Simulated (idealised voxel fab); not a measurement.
Presented below is a process module, voxel fin reveal.
For reference, the cross-section in this document is cut, with width 200 nm and square cells of 5 nm.
Square cells in a grid make up a cross-section in this document, and the grid is given as bands, listed from the top down, each one or more rows of cells.
Band: top and bottom heights (nm) first, top before bottom; then materials from left to right, widths in nm. "all across" marks a sole material filling the band edge to edge. "blank" denotes empty space.
Height is counted from the level 0, under which the received wafer is composed throughout of one material. The lowest of the bands is not closed at the bottom but continues downward, in the notation "0..down".
A two-number width, for instance "30->40", indicates that the width is equal to the first number in the top row of the band and to the second number in the bottom row, and that it changes by a constant amount per row of cells.
"identical to before" (step): cross-section cells unchanged, all of them.
This entry, "Completely enclosed voids", enumerates those empty regions of no fewer than 8 cells that possess no open connection to the top. Each region is reported in the form width x height at distance, the distance being taken from the left edge, with all three quantities expressed in nm.
Heads up: the bit after the settings on a step's line is the simulator's remark on that step.
On any step carrying a mask, the "overlay nm" setting, if present on the step's line, tells how far right of its planned place the mask lay; negative values point to the left.
Steps planned for the process:
1: RECEIVE (material Si)
2: CONFORMAL_DEP (material SiN; thk nm 5)
3: DIRECTIONAL_DEP (material aC; thk nm 10)
4: PATTERN (tone cover; mask id FINS; material resist; width nm 15; pitch nm 35; thk nm 30; overlay nm 0)
5: DIRECTIONAL_ETCH (etch materials aC; depth nm 10)
6: STRIP (etch materials resist)
7: DIRECTIONAL_ETCH (etch materials SiN; depth nm 5)
8: DIRECTIONAL_ETCH (etch materials Si; depth nm 35)
9: STRIP (etch materials aC)
10: OXIDIZE (depth nm 5)
11: FILL_DEP (material SiO2; thk nm 5)
12: CMP (height nm 5)
13: SELECTIVE_ETCH (etch materials SiO2; depth nm 20)
14: STRIP (etch materials SiN)
What follows covers the first of two wafers; it ran as planned:
As received, after step 1:
0..down = Si all across
Completely enclosed voids: none
After step 2: wafer cross-section:
5..0 = SiN all across
Below a height of 0, the structure has not been altered.
After step 3: wafer cross-section:
15..5 = aC all across
Below a height of 5, the structure has not been altered.
After step 4: wafer cross-section:
45..15 = blank 40, then resist 15, then blank 20, then resist 15, then blank 20, then resist 15, then blank 20, then resist 15, then blank 40
Below a height of 15, the structure has not been altered.
After step 5: wafer cross-section:
35..15 = blank 40, then resist 15, then blank 20, then resist 15, then blank 20, then resist 15, then blank 20, then resist 15, then blank 40
15..5 = blank 40, then aC 15, then blank 20, then aC 15, then blank 20, then aC 15, then blank 20, then aC 15, then blank 40
Below a height of 5, the structure has not been altered.
After step 6: wafer cross-section:
15..5 = blank 40, then aC 15, then blank 20, then aC 15, then blank 20, then aC 15, then blank 20, then aC 15, then blank 40
Below a height of 5, the structure has not been altered.
After step 7: wafer cross-section:
15..5 = blank 40, then aC 15, then blank 20, then aC 15, then blank 20, then aC 15, then blank 20, then aC 15, then blank 40
5..0 = blank 40, then SiN 15, then blank 20, then SiN 15, then blank 20, then SiN 15, then blank 20, then SiN 15, then blank 40
Below a height of 0, the structure has not been altered.
After step 8: wafer cross-section:
15..5 = blank 40, then aC 15, then blank 20, then aC 15, then blank 20, then aC 15, then blank 20, then aC 15, then blank 40
5..0 = blank 40, then SiN 15, then blank 20, then SiN 15, then blank 20, then SiN 15, then blank 20, then SiN 15, then blank 40
0..-35 = blank 40, then Si 15, then blank 20, then Si 15, then blank 20, then Si 15, then blank 20, then Si 15, then blank 40
Below a height of -35, the structure has not been altered.
After step 9: wafer cross-section:
5..0 = blank 40, then SiN 15, then blank 20, then SiN 15, then blank 20, then SiN 15, then blank 20, then SiN 15, then blank 40
Below a height of 0, the structure has not been altered.
After step 10: wafer cross-section:
5..0 = blank 40, then SiN 15, then blank 20, then SiN 15, then blank 20, then SiN 15, then blank 20, then SiN 15, then blank 40
0..-35 = blank 40, then SiO2 5, then Si 5, then SiO2 5, then blank 20, then SiO2 5, then Si 5, then SiO2 5, then blank 20, then SiO2 5, then Si 5, then SiO2 5, then blank 20, then SiO2 5, then Si 5, then SiO2 5, then blank 40
-35..-40 = SiO2 45, then Si 5, then SiO2 30, then Si 5, then SiO2 30, then Si 5, then SiO2 30, then Si 5, then SiO2 45
Below a height of -40, the structure has not been altered.
After step 11: wafer cross-section:
10..5 = SiO2 all across
5..0 = SiO2 40, then SiN 15, then SiO2 20, then SiN 15, then SiO2 20, then SiN 15, then SiO2 20, then SiN 15, then SiO2 40
0..-40 = SiO2 45, then Si 5, then SiO2 30, then Si 5, then SiO2 30, then Si 5, then SiO2 30, then Si 5, then SiO2 45
Below a height of -40, the structure has not been altered.
After step 12: wafer cross-section:
5..0 = SiO2 40, then SiN 15, then SiO2 20, then SiN 15, then SiO2 20, then SiN 15, then SiO2 20, then SiN 15, then SiO2 40
Below a height of 0, the structure has not been altered.
After step 13: wafer cross-section:
5..0 = blank 40, then SiN 15, then blank 20, then SiN 15, then blank 20, then SiN 15, then blank 20, then SiN 15, then blank 40
0..-15 = blank 45, then Si 5, then blank 30, then Si 5, then blank 30, then Si 5, then blank 30, then Si 5, then blank 45
Below a height of -15, the structure has not been altered.
After step 14: wafer cross-section:
0..-15 = blank 45, then Si 5, then blank 30, then Si 5, then blank 30, then Si 5, then blank 30, then Si 5, then blank 45
Below a height of -15, the structure has not been altered.
What follows concerns the second wafer, which started out like the first and was meant to follow the very same plan; one mistake crept in when it was run, but everything up to and including step 10 is the same as for the first wafer:
When step 11 should have ended:
10..5 = aC all across
5..0 = aC 40, then SiN 15, then aC 20, then SiN 15, then aC 20, then SiN 15, then aC 20, then SiN 15, then aC 40
0..-35 = aC 40, then SiO2 5, then Si 5, then SiO2 5, then aC 20, then SiO2 5, then Si 5, then SiO2 5, then aC 20, then SiO2 5, then Si 5, then SiO2 5, then aC 20, then SiO2 5, then Si 5, then SiO2 5, then aC 40
Below a height of -35, the structure has not been altered.
When step 12 should have ended:
5..0 = aC 40, then SiN 15, then aC 20, then SiN 15, then aC 20, then SiN 15, then aC 20, then SiN 15, then aC 40
Below a height of 0, the structure has not been altered.
when step 13 should have ended: identical to before
When step 14 should have ended:
5..0 = aC 40, then blank 15, then aC 20, then blank 15, then aC 20, then blank 15, then aC 20, then blank 15, then aC 40
Below a height of 0, the structure has not been altered.
Short version of what went wrong: it should be noted that step 11 was executed with settings other than those planned, the operation and settings actually applied being FILL_DEP (material aC; thk nm 5)
FYI, end of process, the second wafer has more or fewer cells of some materials than the first: SiO2 -88; aC +224
